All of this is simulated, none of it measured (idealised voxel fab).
The document below concerns the process module designated voxel ribs on slabs.
The cross-section on display is named cut; it measures 270 nm wide, and its cells are 5 nm squares.
A cross-section in this document is a grid of square cells, and it is written down as bands, the top band listed before the ones below it; a band is made up of one or more rows of cells. Heights first: top, then bottom, in nm. Then materials, left to right, each with a width in nm. "full width" on a single material: fills the band edge to edge. "empty": empty space. The reference from which all heights are counted is 0, the level beneath which the as-received wafer is entirely one material; the lowest band, having no lower bound, proceeds downward and is written after the example "0 down". The notation "30..40" denotes a width that varies across the rows of cells in the band, beginning at the first number in the top row, finishing at the second number in the bottom row, and changing by an identical amount from each row to the next. Reading "everything unchanged" for a step: not a cell of the cross-section changed in it. This entry, "Listed closed voids", enumerates those empty regions of no fewer than 8 cells that possess no open connection to the top. Each region is reported in the form width x height at distance, the distance being taken from the left edge, with all three quantities expressed in nm. Text after the settings on a step's line: the simulator's own remark on that step. "overlay nm" denotes, for a step that has a mask, the displacement of the mask to the right of its planned place, with negative values corresponding to the left.

Process steps foreseen in the plan
1,op RECEIVE | material Si
2,op DIRECTIONAL_DEP | material SiO2 | thk nm 30
3,op DIRECTIONAL_DEP | material polySi | thk nm 15
4,op MASKED_ETCH | tone cover | mask id RIB | width nm 30 | etch materials polySi | depth nm 10 | overlay nm 0
5,op MASKED_ETCH | tone cover | mask id SLAB | width nm 60 | etch materials polySi | depth nm 5 | overlay nm 0
6,op FILL_DEP | material SiO2 | thk nm 25
7,op CMP | height nm 60
8,op DIRECTIONAL_DEP | material W | thk nm 10
9,op PATTERN | tone cover | mask id HEATER | material resist | width nm 40 | thk nm 20 | overlay nm 0
10,op DIRECTIONAL_ETCH | etch materials W | depth nm 10
11,op STRIP | etch materials resist
12,op CONFORMAL_DEP | material SiN | thk nm 5

The following pertains to the first of two wafers, which was processed as planned

as received, after step 1
    0 down = Si full width
    Listed closed voids: none

Cross-section through the wafer, step 2 finished
    30 to 0 = SiO2 full width
    Everything below 0 is unchanged.

Cross-section through the wafer, step 3 finished
    45 to 30 = polySi full width
    Everything below 30 is unchanged.

Cross-section through the wafer, step 4 finished
    45 to 35 = empty 120 nm / polySi 30 nm / empty 120 nm
    Everything below 35 is unchanged.

Cross-section through the wafer, step 5 finished
    45 to 35 = empty 120 nm / polySi 30 nm / empty 120 nm
    35 to 30 = empty 105 nm / polySi 60 nm / empty 105 nm
    Everything below 30 is unchanged.

Cross-section through the wafer, step 6 finished
    70 to 45 = SiO2 full width
    45 to 35 = SiO2 120 nm / polySi 30 nm / SiO2 120 nm
    35 to 30 = SiO2 105 nm / polySi 60 nm / SiO2 105 nm
    Everything below 30 is unchanged.

Cross-section through the wafer, step 7 finished
    60 to 45 = SiO2 full width
    Everything below 45 is unchanged.

Cross-section through the wafer, step 8 finished
    70 to 60 = W full width
    Everything below 60 is unchanged.

Cross-section through the wafer, step 9 finished
    90 to 70 = empty 115 nm / resist 40 nm / empty 115 nm
    Everything below 70 is unchanged.

Cross-section through the wafer, step 10 finished
    90 to 70 = empty 115 nm / resist 40 nm / empty 115 nm
    70 to 60 = empty 115 nm / W 40 nm / empty 115 nm
    Everything below 60 is unchanged.

Cross-section through the wafer, step 11 finished
    70 to 60 = empty 115 nm / W 40 nm / empty 115 nm
    Everything below 60 is unchanged.

Cross-section through the wafer, step 12 finished
    75 to 70 = empty 110 nm / SiN 50 nm / empty 110 nm
    70 to 65 = empty 110 nm / SiN 5 nm / W 40 nm / SiN 5 nm / empty 110 nm
    65 to 60 = SiN 115 nm / W 40 nm / SiN 115 nm
    Everything below 60 is unchanged.

Wafer two of two - same starting point, same process plan, one mistake in execution; matches wafer one up to and including step 3

Second wafer, cross-section, planned end of step 4
    45 to 35 = empty 125 nm / polySi 25 nm / empty 120 nm
    Everything below 35 is unchanged.

Second wafer, cross-section, planned end of step 5
    45 to 35 = empty 125 nm / polySi 25 nm / empty 120 nm
    35 to 30 = empty 105 nm / polySi 60 nm / empty 105 nm
    Everything below 30 is unchanged.

Second wafer, cross-section, planned end of step 6
    70 to 45 = SiO2 full width
    45 to 35 = SiO2 125 nm / polySi 25 nm / SiO2 120 nm
    35 to 30 = SiO2 105 nm / polySi 60 nm / SiO2 105 nm
    Everything below 30 is unchanged.

Second wafer, cross-section, planned end of step 7
    60 to 45 = SiO2 full width
    Everything below 45 is unchanged.

Second wafer, cross-section, planned end of step 8
    70 to 60 = W full width
    Everything below 60 is unchanged.

Second wafer, cross-section, planned end of step 9
    90 to 70 = empty 115 nm / resist 40 nm / empty 115 nm
    Everything below 70 is unchanged.

Second wafer, cross-section, planned end of step 10
    90 to 70 = empty 115 nm / resist 40 nm / empty 115 nm
    70 to 60 = empty 115 nm / W 40 nm / empty 115 nm
    Everything below 60 is unchanged.

Second wafer, cross-section, planned end of step 11
    70 to 60 = empty 115 nm / W 40 nm / empty 115 nm
    Everything below 60 is unchanged.

Second wafer, cross-section, planned end of step 12
    75 to 70 = empty 110 nm / SiN 50 nm / empty 110 nm
    70 to 65 = empty 110 nm / SiN 5 nm / W 40 nm / SiN 5 nm / empty 110 nm
    65 to 60 = SiN 115 nm / W 40 nm / SiN 115 nm
    Everything below 60 is unchanged.
What went wrong in running the wafer? in deviation from the planned setting, step 4 was conducted as op MASKED_ETCH | tone cover | mask id RIB | width nm 25 | etch materials polySi | depth nm 10 | overlay nm 0
End check, counted in cells, second wafer has more or fewer of these materials than the first: +2 SiO2, -2 polySi
